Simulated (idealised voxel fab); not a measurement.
process module | voxel transistor to metal
cross-section cut | 140 nm wide | cells 5 nm
A cross-section is a grid of square cells, given in bands from the top down. A band is one or more rows of cells.
Each band's line starts with the height of the band's top and of its bottom, in nm. Then come its materials from left to right, each with its width in nm. One material with "throughout" fills the band from edge to edge. "air" is empty space.
Height 0 is the level under which the wafer as received is all one material. The lowest band goes on downwards, as in "0 down".
A width such as "30 to 40" changes by the same amount from each row of cells to the next, from the band's top row to its bottom row.
"no change" after a step means that no cell of the cross-section changed.
closed voids: empty space of 8 cells or more with no open way to the top, each as width x height at its distance from the left edge, in nm
after a step's settings: what the simulator itself notes on the step
overlay nm, on a step with a mask: how far to the right of its planned place the mask lay; to the left if negative
plan
1 op RECEIVE | material Si
2 op CONFORMAL_DEP | material SiO2 | thk nm 5
3 op CONFORMAL_DEP | material SiN | thk nm 10
4 op PATTERN | tone cover | mask id ACTIVE | material resist | width nm 100 | thk nm 15 | overlay nm 0
5 op DIRECTIONAL_ETCH | etch materials SiN | depth nm 10
6 op DIRECTIONAL_ETCH | etch materials SiO2 | depth nm 5
7 op DIRECTIONAL_ETCH | etch materials Si | depth nm 35
8 op STRIP | etch materials resist
9 op FILL_DEP | material SiO2 | thk nm 10
10 op CMP | height nm 15
11 op SELECTIVE_ETCH | etch materials SiO2 | depth nm 5
12 op STRIP | etch materials SiN
13 op SELECTIVE_ETCH | etch materials SiO2 | depth nm 5
14 op OXIDIZE | depth nm 5
15 op DIRECTIONAL_DEP | material polySi | thk nm 20
16 op DIRECTIONAL_DEP | material SiCN | thk nm 10
17 op PATTERN | tone cover | mask id GATE | material resist | width nm 30 | thk nm 20 | overlay nm 0
18 op DIRECTIONAL_ETCH | etch materials SiCN | depth nm 20
19 op DIRECTIONAL_ETCH | etch materials polySi | depth nm 30
20 op STRIP | etch materials resist
21 op CONFORMAL_DEP | material SiO2 | thk nm 5
22 op DIRECTIONAL_ETCH | etch materials SiO2 | depth nm 5
23 op CONFORMAL_DEP | material SiN | thk nm 10
24 op DIRECTIONAL_ETCH | etch materials SiN | depth nm 10
25 op DIRECTIONAL_ETCH | etch materials SiO2 | depth nm 5
26 op DIRECTIONAL_ETCH | etch materials Si | depth nm 15
27 op EPI | material nSi | thk nm 15
28 op FILL_DEP | material SiO2 | thk nm 10
29 op CMP | height nm 20
30 op STRIP | etch materials polySi
31 op SELECTIVE_ETCH | etch materials SiO2 | depth nm 5
32 op CONFORMAL_DEP | material HfO2 | thk nm 5
33 op CONFORMAL_DEP | material TiN | thk nm 5
34 op FILL_DEP | material W | thk nm 10
35 op CMP | height nm 15
36 op DIRECTIONAL_DEP | material SiO2 | thk nm 10
37 op MASKED_ETCH | tone open | mask id CONTACT | width nm 15 | pitch nm 75 | etch materials SiO2 | depth nm 15 | overlay nm 0
38 op CONFORMAL_DEP | material TiN | thk nm 5
39 op FILL_DEP | material Ru | thk nm 10
40 op CMP | height nm 25
41 op DIRECTIONAL_DEP | material TiN | thk nm 5
42 op DIRECTIONAL_DEP | material Ru | thk nm 25
43 op MASKED_ETCH | tone cover | mask id METAL_1 | width nm 15 | pitch nm 75 | etch materials Ru | depth nm 25 | overlay nm 0
44 op MASKED_ETCH | tone cover | mask id METAL_1 | width nm 15 | pitch nm 75 | etch materials TiN | depth nm 5 | overlay nm 0
45 op FILL_DEP | material lowk | thk nm 5
46 op CMP | height nm 55
47 op CONFORMAL_DEP | material SiCN | thk nm 5
48 op DIRECTIONAL_DEP | material SiO2 | thk nm 30
49 op DIRECTIONAL_DEP | material aC | thk nm 15
50 op PATTERN | tone open | mask id METAL_2 | material resist | width nm 15 | pitch nm 75 | thk nm 35 | overlay nm 0
51 op DIRECTIONAL_ETCH | etch materials aC | depth nm 15
52 op STRIP | etch materials resist
53 op DIRECTIONAL_ETCH | etch materials SiO2 | depth nm 15
54 op STRIP | etch materials aC
55 op PATTERN | tone open | mask id METAL_2_HOLES | material resist | width nm 15 | pitch nm 75 | thk nm 20 | overlay nm 0
56 op DIRECTIONAL_ETCH | etch materials SiO2 | depth nm 15
57 op DIRECTIONAL_ETCH | etch materials SiCN | depth nm 5
58 op STRIP | etch materials resist
59 op CONFORMAL_DEP | material TiN | thk nm 5
60 op FILL_DEP | material Cu | thk nm 5
61 op CMP | height nm 90
62 op CONFORMAL_DEP | material SiN | thk nm 5
first wafer, as planned
as received, after step 1
  0 down: Si throughout
  closed voids: none
after step 2
  5 to 0: SiO2 throughout
  below 0: unchanged
after step 3
  15 to 5: SiN throughout
  below 5: unchanged
after step 4
  30 to 15: air 20 | resist 100 | air 20
  below 15: unchanged
after step 5
  30 to 15: air 20 | resist 100 | air 20
  15 to 5: air 20 | SiN 100 | air 20
  below 5: unchanged
after step 6
  30 to 15: air 20 | resist 100 | air 20
  15 to 5: air 20 | SiN 100 | air 20
  5 to 0: air 20 | SiO2 100 | air 20
  below 0: unchanged
after step 7
  30 to 15: air 20 | resist 100 | air 20
  15 to 5: air 20 | SiN 100 | air 20
  5 to 0: air 20 | SiO2 100 | air 20
  0 to -35: air 20 | Si 100 | air 20
  below -35: unchanged
after step 8
  15 to 5: air 20 | SiN 100 | air 20
  below 5: unchanged
after step 9
  25 to 15: SiO2 throughout
  15 to 5: SiO2 20 | SiN 100 | SiO2 20
  5 to 0: SiO2 throughout
  0 to -35: SiO2 20 | Si 100 | SiO2 20
  below -35: unchanged
after step 10
  15 to 5: SiO2 20 | SiN 100 | SiO2 20
  below 5: unchanged
after step 11
  15 to 10: air 20 | SiN 100 | air 20
  below 10: unchanged
after step 12
  10 to 5: SiO2 20 | air 100 | SiO2 20
  below 5: unchanged
after step 13
  5 to 0: SiO2 15 | air 110 | SiO2 15
  below 0: unchanged
after step 14
  5 to 0: SiO2 15 | air 110 | SiO2 15
  0 to -5: SiO2 throughout
  below -5: unchanged
after step 15
  25 to 20: polySi 15 | air 110 | polySi 15
  20 to 5: polySi throughout
  5 to 0: SiO2 15 | polySi 110 | SiO2 15
  below 0: unchanged
after step 16
  35 to 30: SiCN 15 | air 110 | SiCN 15
  30 to 25: SiCN throughout
  25 to 20: polySi 15 | SiCN 110 | polySi 15
  below 20: unchanged
after step 17
  55 to 35: air 55 | resist 30 | air 55
  35 to 30: SiCN 15 | air 40 | resist 30 | air 40 | SiCN 15
  below 30: unchanged
after step 18
  55 to 30: air 55 | resist 30 | air 55
  30 to 25: air 55 | SiCN 30 | air 55
  25 to 20: polySi 15 | air 40 | SiCN 30 | air 40 | polySi 15
  below 20: unchanged
after step 19
  55 to 30: air 55 | resist 30 | air 55
  30 to 20: air 55 | SiCN 30 | air 55
  20 to 5: air 55 | polySi 30 | air 55
  5 to 0: SiO2 15 | air 40 | polySi 30 | air 40 | SiO2 15
  below 0: unchanged
after step 20
  30 to 20: air 55 | SiCN 30 | air 55
  below 20: unchanged
after step 21
  35 to 30: air 50 | SiO2 40 | air 50
  30 to 20: air 50 | SiO2 5 | SiCN 30 | SiO2 5 | air 50
  20 to 10: air 50 | SiO2 5 | polySi 30 | SiO2 5 | air 50
  10 to 5: SiO2 20 | air 30 | SiO2 5 | polySi 30 | SiO2 5 | air 30 | SiO2 20
  5 to 0: SiO2 55 | polySi 30 | SiO2 55
  below 0: unchanged
after step 22
  30 to 20: air 50 | SiO2 5 | SiCN 30 | SiO2 5 | air 50
  20 to 5: air 50 | SiO2 5 | polySi 30 | SiO2 5 | air 50
  5 to 0: SiO2 20 | air 30 | SiO2 5 | polySi 30 | SiO2 5 | air 30 | SiO2 20
  below 0: unchanged
after step 23
  40 to 30: air 40 | SiN 60 | air 40
  30 to 20: air 40 | SiN 10 | SiO2 5 | SiCN 30 | SiO2 5 | SiN 10 | air 40
  20 to 15: air 40 | SiN 10 | SiO2 5 | polySi 30 | SiO2 5 | SiN 10 | air 40
  15 to 10: SiN 30 | air 10 | SiN 10 | SiO2 5 | polySi 30 | SiO2 5 | SiN 10 | air 10 | SiN 30
  10 to 5: SiN 50 | SiO2 5 | polySi 30 | SiO2 5 | SiN 50
  5 to 0: SiO2 20 | SiN 30 | SiO2 5 | polySi 30 | SiO2 5 | SiN 30 | SiO2 20
  below 0: unchanged
after step 24
  30 to 20: air 40 | SiN 10 | SiO2 5 | SiCN 30 | SiO2 5 | SiN 10 | air 40
  20 to 5: air 40 | SiN 10 | SiO2 5 | polySi 30 | SiO2 5 | SiN 10 | air 40
  5 to 0: SiO2 20 | SiN 10 | air 10 | SiN 10 | SiO2 5 | polySi 30 | SiO2 5 | SiN 10 | air 10 | SiN 10 | SiO2 20
  below 0: unchanged
after step 25
  30 to 25: air 40 | SiN 10 | air 5 | SiCN 30 | air 5 | SiN 10 | air 40
  25 to 20: air 40 | SiN 10 | SiO2 5 | SiCN 30 | SiO2 5 | SiN 10 | air 40
  20 to 5: air 40 | SiN 10 | SiO2 5 | polySi 30 | SiO2 5 | SiN 10 | air 40
  5 to 0: air 20 | SiN 10 | air 10 | SiN 10 | SiO2 5 | polySi 30 | SiO2 5 | SiN 10 | air 10 | SiN 10 | air 20
  0 to -5: SiO2 30 | air 10 | SiO2 60 | air 10 | SiO2 30
  below -5: unchanged
after step 26
  30 to 25: air 40 | SiN 10 | air 5 | SiCN 30 | air 5 | SiN 10 | air 40
  25 to 20: air 40 | SiN 10 | SiO2 5 | SiCN 30 | SiO2 5 | SiN 10 | air 40
  20 to 5: air 40 | SiN 10 | SiO2 5 | polySi 30 | SiO2 5 | SiN 10 | air 40
  5 to 0: air 20 | SiN 10 | air 10 | SiN 10 | SiO2 5 | polySi 30 | SiO2 5 | SiN 10 | air 10 | SiN 10 | air 20
  0 to -5: SiO2 30 | air 10 | SiO2 60 | air 10 | SiO2 30
  -5 to -20: SiO2 20 | Si 10 | air 10 | Si 60 | air 10 | Si 10 | SiO2 20
  below -20: unchanged
after step 27
  30 to 25: air 40 | SiN 10 | air 5 | SiCN 30 | air 5 | SiN 10 | air 40
  25 to 20: air 40 | SiN 10 | SiO2 5 | SiCN 30 | SiO2 5 | SiN 10 | air 40
  20 to 10: air 40 | SiN 10 | SiO2 5 | polySi 30 | SiO2 5 | SiN 10 | air 40
  10 to 5: air 25 | nSi 15 | SiN 10 | SiO2 5 | polySi 30 | SiO2 5 | SiN 10 | nSi 15 | air 25
  5 to 0: air 20 | SiN 10 | nSi 10 | SiN 10 | SiO2 5 | polySi 30 | SiO2 5 | SiN 10 | nSi 10 | SiN 10 | air 20
  0 to -5: SiO2 30 | nSi 10 | SiO2 60 | nSi 10 | SiO2 30
  -5 to -20: SiO2 20 | Si 10 | nSi 10 | Si 60 | nSi 10 | Si 10 | SiO2 20
  below -20: unchanged
after step 28
  40 to 30: SiO2 throughout
  30 to 20: SiO2 40 | SiN 10 | SiO2 5 | SiCN 30 | SiO2 5 | SiN 10 | SiO2 40
  20 to 10: SiO2 40 | SiN 10 | SiO2 5 | polySi 30 | SiO2 5 | SiN 10 | SiO2 40
  10 to 5: SiO2 25 | nSi 15 | SiN 10 | SiO2 5 | polySi 30 | SiO2 5 | SiN 10 | nSi 15 | SiO2 25
  5 to 0: SiO2 20 | SiN 10 | nSi 10 | SiN 10 | SiO2 5 | polySi 30 | SiO2 5 | SiN 10 | nSi 10 | SiN 10 | SiO2 20
  below 0: unchanged
after step 29
  20 to 10: SiO2 40 | SiN 10 | SiO2 5 | polySi 30 | SiO2 5 | SiN 10 | SiO2 40
  below 10: unchanged
after step 30
  20 to 10: SiO2 40 | SiN 10 | SiO2 5 | air 30 | SiO2 5 | SiN 10 | SiO2 40
  10 to 5: SiO2 25 | nSi 15 | SiN 10 | SiO2 5 | air 30 | SiO2 5 | SiN 10 | nSi 15 | SiO2 25
  5 to 0: SiO2 20 | SiN 10 | nSi 10 | SiN 10 | SiO2 5 | air 30 | SiO2 5 | SiN 10 | nSi 10 | SiN 10 | SiO2 20
  below 0: unchanged
after step 31
  20 to 15: air 40 | SiN 10 | air 40 | SiN 10 | air 40
  15 to 10: SiO2 40 | SiN 10 | air 40 | SiN 10 | SiO2 40
  10 to 5: SiO2 25 | nSi 15 | SiN 10 | air 40 | SiN 10 | nSi 15 | SiO2 25
  5 to 0: SiO2 20 | SiN 10 | nSi 10 | SiN 10 | air 40 | SiN 10 | nSi 10 | SiN 10 | SiO2 20
  0 to -5: SiO2 30 | nSi 10 | SiO2 10 | air 40 | SiO2 10 | nSi 10 | SiO2 30
  below -5: unchanged
after step 32
  25 to 20: air 35 | HfO2 20 | air 30 | HfO2 20 | air 35
  20 to 15: HfO2 40 | SiN 10 | HfO2 5 | air 30 | HfO2 5 | SiN 10 | HfO2 40
  15 to 10: SiO2 40 | SiN 10 | HfO2 5 | air 30 | HfO2 5 | SiN 10 | SiO2 40
  10 to 5: SiO2 25 | nSi 15 | SiN 10 | HfO2 5 | air 30 | HfO2 5 | SiN 10 | nSi 15 | SiO2 25
  5 to 0: SiO2 20 | SiN 10 | nSi 10 | SiN 10 | HfO2 5 | air 30 | HfO2 5 | SiN 10 | nSi 10 | SiN 10 | SiO2 20
  0 to -5: SiO2 30 | nSi 10 | SiO2 10 | HfO2 40 | SiO2 10 | nSi 10 | SiO2 30
  below -5: unchanged
after step 33
  30 to 25: air 30 | TiN 30 | air 20 | TiN 30 | air 30
  25 to 20: TiN 35 | HfO2 20 | TiN 5 | air 20 | TiN 5 | HfO2 20 | TiN 35
  20 to 15: HfO2 40 | SiN 10 | HfO2 5 | TiN 5 | air 20 | TiN 5 | HfO2 5 | SiN 10 | HfO2 40
  15 to 10: SiO2 40 | SiN 10 | HfO2 5 | TiN 5 | air 20 | TiN 5 | HfO2 5 | SiN 10 | SiO2 40
  10 to 5: SiO2 25 | nSi 15 | SiN 10 | HfO2 5 | TiN 5 | air 20 | TiN 5 | HfO2 5 | SiN 10 | nSi 15 | SiO2 25
  5 to 0: SiO2 20 | SiN 10 | nSi 10 | SiN 10 | HfO2 5 | TiN 30 | HfO2 5 | SiN 10 | nSi 10 | SiN 10 | SiO2 20
  below 0: unchanged
after step 34
  40 to 30: W throughout
  30 to 25: W 30 | TiN 30 | W 20 | TiN 30 | W 30
  25 to 20: TiN 35 | HfO2 20 | TiN 5 | W 20 | TiN 5 | HfO2 20 | TiN 35
  20 to 15: HfO2 40 | SiN 10 | HfO2 5 | TiN 5 | W 20 | TiN 5 | HfO2 5 | SiN 10 | HfO2 40
  15 to 10: SiO2 40 | SiN 10 | HfO2 5 | TiN 5 | W 20 | TiN 5 | HfO2 5 | SiN 10 | SiO2 40
  10 to 5: SiO2 25 | nSi 15 | SiN 10 | HfO2 5 | TiN 5 | W 20 | TiN 5 | HfO2 5 | SiN 10 | nSi 15 | SiO2 25
  below 5: unchanged
after step 35
  15 to 10: SiO2 40 | SiN 10 | HfO2 5 | TiN 5 | W 20 | TiN 5 | HfO2 5 | SiN 10 | SiO2 40
  below 10: unchanged
after step 36
  25 to 15: SiO2 throughout
  below 15: unchanged
after step 37
  25 to 15: SiO2 25 | air 15 | SiO2 60 | air 15 | SiO2 25
  15 to 10: SiO2 25 | air 15 | SiN 10 | HfO2 5 | TiN 5 | W 20 | TiN 5 | HfO2 5 | SiN 10 | air 15 | SiO2 25
  below 10: unchanged
after step 38
  30 to 25: TiN 30 | air 5 | TiN 70 | air 5 | TiN 30
  25 to 15: SiO2 25 | TiN 5 | air 5 | TiN 5 | SiO2 60 | TiN 5 | air 5 | TiN 5 | SiO2 25
  15 to 10: SiO2 25 | TiN 15 | SiN 10 | HfO2 5 | TiN 5 | W 20 | TiN 5 | HfO2 5 | SiN 10 | TiN 15 | SiO2 25
  below 10: unchanged
after step 39
  40 to 30: Ru throughout
  30 to 25: TiN 30 | Ru 5 | TiN 70 | Ru 5 | TiN 30
  25 to 15: SiO2 25 | TiN 5 | Ru 5 | TiN 5 | SiO2 60 | TiN 5 | Ru 5 | TiN 5 | SiO2 25
  below 15: unchanged
after step 40
  25 to 15: SiO2 25 | TiN 5 | Ru 5 | TiN 5 | SiO2 60 | TiN 5 | Ru 5 | TiN 5 | SiO2 25
  below 15: unchanged
after step 41
  30 to 25: TiN throughout
  below 25: unchanged
after step 42
  55 to 30: Ru throughout
  below 30: unchanged
after step 43
  55 to 30: air 25 | Ru 15 | air 60 | Ru 15 | air 25
  below 30: unchanged
after step 44
  55 to 30: air 25 | Ru 15 | air 60 | Ru 15 | air 25
  30 to 25: air 25 | TiN 15 | air 60 | TiN 15 | air 25
  below 25: unchanged
after step 45
  60 to 55: lowk throughout
  55 to 30: lowk 25 | Ru 15 | lowk 60 | Ru 15 | lowk 25
  30 to 25: lowk 25 | TiN 15 | lowk 60 | TiN 15 | lowk 25
  below 25: unchanged
after step 46
  55 to 30: lowk 25 | Ru 15 | lowk 60 | Ru 15 | lowk 25
  below 30: unchanged
after step 47
  60 to 55: SiCN throughout
  below 55: unchanged
after step 48
  90 to 60: SiO2 throughout
  below 60: unchanged
after step 49
  105 to 90: aC throughout
  below 90: unchanged
after step 50
  140 to 105: resist 25 | air 15 | resist 60 | air 15 | resist 25
  below 105: unchanged
after step 51
  125 to 105: resist 25 | air 15 | resist 60 | air 15 | resist 25
  105 to 90: aC 25 | air 15 | aC 60 | air 15 | aC 25
  below 90: unchanged
after step 52
  105 to 90: aC 25 | air 15 | aC 60 | air 15 | aC 25
  below 90: unchanged
after step 53
  105 to 90: aC 25 | air 15 | aC 60 | air 15 | aC 25
  90 to 75: SiO2 25 | air 15 | SiO2 60 | air 15 | SiO2 25
  below 75: unchanged
after step 54
  90 to 75: SiO2 25 | air 15 | SiO2 60 | air 15 | SiO2 25
  below 75: unchanged
after step 55
  110 to 90: resist 25 | air 15 | resist 60 | air 15 | resist 25
  below 90: unchanged
after step 56
  110 to 90: resist 25 | air 15 | resist 60 | air 15 | resist 25
  90 to 60: SiO2 25 | air 15 | SiO2 60 | air 15 | SiO2 25
  below 60: unchanged
after step 57
  110 to 90: resist 25 | air 15 | resist 60 | air 15 | resist 25
  90 to 60: SiO2 25 | air 15 | SiO2 60 | air 15 | SiO2 25
  60 to 55: SiCN 25 | air 15 | SiCN 60 | air 15 | SiCN 25
  below 55: unchanged
after step 58
  90 to 60: SiO2 25 | air 15 | SiO2 60 | air 15 | SiO2 25
  below 60: unchanged
after step 59
  95 to 90: TiN 30 | air 5 | TiN 70 | air 5 | TiN 30
  90 to 60: SiO2 25 | TiN 5 | air 5 | TiN 5 | SiO2 60 | TiN 5 | air 5 | TiN 5 | SiO2 25
  60 to 55: SiCN 25 | TiN 15 | SiCN 60 | TiN 15 | SiCN 25
  below 55: unchanged
after step 60
  100 to 95: Cu throughout
  95 to 90: TiN 30 | Cu 5 | TiN 70 | Cu 5 | TiN 30
  90 to 60: SiO2 25 | TiN 5 | Cu 5 | TiN 5 | SiO2 60 | TiN 5 | Cu 5 | TiN 5 | SiO2 25
  below 60: unchanged
after step 61
  90 to 60: SiO2 25 | TiN 5 | Cu 5 | TiN 5 | SiO2 60 | TiN 5 | Cu 5 | TiN 5 | SiO2 25
  below 60: unchanged
after step 62
  95 to 90: SiN throughout
  below 90: unchanged
second wafer: like start, like plan, one mistake. Through step 42 it matches the first wafer
when step 43 should have ended
  55 to 30: Ru 25 | air 15 | Ru 60 | air 15 | Ru 25
  below 30: unchanged
when step 44 should have ended: no change
when step 45 should have ended
  60 to 55: lowk throughout
  55 to 30: Ru 25 | lowk 15 | Ru 60 | lowk 15 | Ru 25
  below 30: unchanged
when step 46 should have ended
  55 to 30: Ru 25 | lowk 15 | Ru 60 | lowk 15 | Ru 25
  below 30: unchanged
when step 47 should have ended
  60 to 55: SiCN throughout
  below 55: unchanged
when step 48 should have ended
  90 to 60: SiO2 throughout
  below 60: unchanged
when step 49 should have ended
  105 to 90: aC throughout
  below 90: unchanged
when step 50 should have ended
  140 to 105: resist 25 | air 15 | resist 60 | air 15 | resist 25
  below 105: unchanged
when step 51 should have ended
  125 to 105: resist 25 | air 15 | resist 60 | air 15 | resist 25
  105 to 90: aC 25 | air 15 | aC 60 | air 15 | aC 25
  below 90: unchanged
when step 52 should have ended
  105 to 90: aC 25 | air 15 | aC 60 | air 15 | aC 25
  below 90: unchanged
when step 53 should have ended
  105 to 90: aC 25 | air 15 | aC 60 | air 15 | aC 25
  90 to 75: SiO2 25 | air 15 | SiO2 60 | air 15 | SiO2 25
  below 75: unchanged
when step 54 should have ended
  90 to 75: SiO2 25 | air 15 | SiO2 60 | air 15 | SiO2 25
  below 75: unchanged
when step 55 should have ended
  110 to 90: resist 25 | air 15 | resist 60 | air 15 | resist 25
  below 90: unchanged
when step 56 should have ended
  110 to 90: resist 25 | air 15 | resist 60 | air 15 | resist 25
  90 to 60: SiO2 25 | air 15 | SiO2 60 | air 15 | SiO2 25
  below 60: unchanged
when step 57 should have ended
  110 to 90: resist 25 | air 15 | resist 60 | air 15 | resist 25
  90 to 60: SiO2 25 | air 15 | SiO2 60 | air 15 | SiO2 25
  60 to 55: SiCN 25 | air 15 | SiCN 60 | air 15 | SiCN 25
  below 55: unchanged
when step 58 should have ended
  90 to 60: SiO2 25 | air 15 | SiO2 60 | air 15 | SiO2 25
  below 60: unchanged
when step 59 should have ended
  95 to 90: TiN 30 | air 5 | TiN 70 | air 5 | TiN 30
  90 to 60: SiO2 25 | TiN 5 | air 5 | TiN 5 | SiO2 60 | TiN 5 | air 5 | TiN 5 | SiO2 25
  60 to 55: SiCN 25 | TiN 15 | SiCN 60 | TiN 15 | SiCN 25
  below 55: unchanged
when step 60 should have ended
  100 to 95: Cu throughout
  95 to 90: TiN 30 | Cu 5 | TiN 70 | Cu 5 | TiN 30
  90 to 60: SiO2 25 | TiN 5 | Cu 5 | TiN 5 | SiO2 60 | TiN 5 | Cu 5 | TiN 5 | SiO2 25
  below 60: unchanged
when step 61 should have ended
  90 to 60: SiO2 25 | TiN 5 | Cu 5 | TiN 5 | SiO2 60 | TiN 5 | Cu 5 | TiN 5 | SiO2 25
  below 60: unchanged
when step 62 should have ended
  95 to 90: SiN throughout
  below 90: unchanged
what went wrong: step 43 ran as: op MASKED_ETCH | tone open | mask id METAL_1 | width nm 15 | pitch nm 75 | etch materials Ru | depth nm 25 | overlay nm 0
at the end the second wafer has, in cells: 80 more of Ru | 22 more of TiN | 102 fewer of lowk
